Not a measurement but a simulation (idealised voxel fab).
process module | voxel plated lines
cross-section cut | 235 nm wide | cells 5 nm
A cross-section is a grid of square cells, given in bands from the top down. A band is one or more rows of cells.
Each band's line starts with the height of the band's top and of its bottom, in nm. Then come its materials from left to right, each with its width in nm. One material with "throughout" fills the band from edge to edge. "air" is empty space.
Height 0 is the level under which the wafer as received is all one material. The lowest band goes on downwards, as in "0 down".
A width such as "30 to 40" changes by the same amount from each row of cells to the next, from the band's top row to its bottom row.
"no change" after a step means that no cell of the cross-section changed.
closed voids: empty space of 8 cells or more with no open way to the top, each as width x height at its distance from the left edge, in nm
after a step's settings: what the simulator itself notes on the step
overlay nm, on a step with a mask: how far to the right of its planned place the mask lay; to the left if negative
plan
1 op RECEIVE | material Si
2 op CONFORMAL_DEP | material Al2O3 | thk nm 5
3 op DIRECTIONAL_DEP | material TiN | thk nm 5
4 op PATTERN | tone open | mask id LINES | material resist | width nm 25 | pitch nm 55 | thk nm 30 | overlay nm 0
5 op EPI | material Ru | thk nm 5
6 op EPI | material Ru | thk nm 5
7 op STRIP | etch materials resist
8 op DIRECTIONAL_ETCH | etch materials TiN | depth nm 5
9 op CONFORMAL_DEP | material SiN | thk nm 5
varied across the wafers: thk nm of step 9. The plan shows the first wafer's value. All wafers start alike
first wafer as received, after step 1
  0 down: Si throughout
  closed voids: none
first wafer at the end, after step 9
  25 to 20: air 15 | SiN 35 | air 20 | SiN 35 | air 20 | SiN 35 | air 20 | SiN 35 | air 20
  20 to 10: air 15 | SiN 5 | Ru 25 | SiN 5 | air 20 | SiN 5 | Ru 25 | SiN 5 | air 20 | SiN 5 | Ru 25 | SiN 5 | air 20 | SiN 5 | Ru 25 | SiN 5 | air 20
  10 to 5: SiN 20 | TiN 25 | SiN 30 | TiN 25 | SiN 30 | TiN 25 | SiN 30 | TiN 25 | SiN 25
  5 to 0: Al2O3 throughout
  0 down: Si throughout
  closed voids: none
last wafer at the end
  45 to 20: SiN throughout
  20 to 10: SiN 20 | Ru 25 | SiN 30 | Ru 25 | SiN 30 | Ru 25 | SiN 30 | Ru 25 | SiN 25
  10 to 5: SiN 20 | TiN 25 | SiN 30 | TiN 25 | SiN 30 | TiN 25 | SiN 30 | TiN 25 | SiN 25
  5 to 0: Al2O3 throughout
  0 down: Si throughout
  closed voids: none
each wafer at the end: cells of each material gained (+) or lost (-) since it was received, then its closed voids
thk nm 5 | +47 Al2O3 | +40 Ru | +71 SiN | +20 TiN | closed voids: none
thk nm 10 | +47 Al2O3 | +40 Ru | +142 SiN | +20 TiN | closed voids: none
thk nm 15 | +47 Al2O3 | +40 Ru | +213 SiN | +20 TiN | closed voids: none
thk nm 20 | +47 Al2O3 | +40 Ru | +266 SiN | +20 TiN | closed voids: none
thk nm 25 | +47 Al2O3 | +40 Ru | +316 SiN | +20 TiN | closed voids: none
